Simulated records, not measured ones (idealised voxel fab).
Presented below is a process module, voxel released beams.
Section cut is 165 nm wide and gridded with 5 nm square cells.
Bands, listed from the top down, are how a cross-section gets written in this document; the cross-section itself is a grid of square cells, and a band is one or more rows of them.
Heights first: top, then bottom, in nm. Then materials, left to right, each with a width in nm. "full width" on a single material: fills the band edge to edge. "empty": empty space.
Where do heights start? At 0: under that level the wafer as delivered is made of one material only. And the lowest band has no floor; it just carries on downward, as in "0 nm and below".
Per-row width for "30..40": begins at first number (top row of band), ends at second number (bottom row), increment between rows held constant.
Any step labelled "no alterations made" changed none of the cells in the cross-section.
Heads up: "Trapped voids" only lists the empty pockets with no open path to the top that are 8 cells or more, and it writes them as width x height at distance, distance from the left edge, in nm.
Note: text after step settings on the step line = simulator remark on that step.
Each step line may optionally specify "overlay nm", which for a step with a mask gives the rightward distance between the mask's planned place and where it lay, a negative value indicating the leftward direction.

Planned step list for the process
1: RECEIVE: material Si
2: CONFORMAL_DEP: material SiN, thk nm 10
3: DIRECTIONAL_DEP: material SiO2, thk nm 20
4: DIRECTIONAL_DEP: material aC, thk nm 15
5: PATTERN: tone open, mask id ANCHOR, material resist, width nm 35, thk nm 30, overlay nm 0
6: DIRECTIONAL_ETCH: etch materials aC, depth nm 15
7: STRIP: etch materials resist
8: DIRECTIONAL_ETCH: etch materials SiO2, depth nm 20
9: STRIP: etch materials aC
10: CONFORMAL_DEP: material polySi, thk nm 15
11: DIRECTIONAL_DEP: material aC, thk nm 15
12: PATTERN: tone cover, mask id BEAM, material resist, width nm 95, thk nm 35, overlay nm 0
13: DIRECTIONAL_ETCH: etch materials aC, depth nm 15
14: STRIP: etch materials resist
15: DIRECTIONAL_ETCH: etch materials polySi, depth nm 15
16: STRIP: etch materials aC
17: STRIP: etch materials SiO2

Step 1 complete: cross-section of the wafer as received
> 0 nm and below: Si full width
> Trapped voids: none

Below is the wafer in cross-section after the module was completed. It began from the starting point shown above and followed the plan shown above, except that one mistake was made while running it
> 35 nm to 20 nm: empty 30 / polySi 20 / empty 5 / polySi 70 / empty 40
> 20 nm to 15 nm: empty 35 / polySi 15 / empty 5 / polySi 15 / empty 95
> 15 nm to 0 nm: empty 35 / polySi 35 / empty 95
> 0 nm and below: Si full width
> Trapped voids: none
What broke from the plan during processing? with respect to the plan, step 2 was omitted and not executed
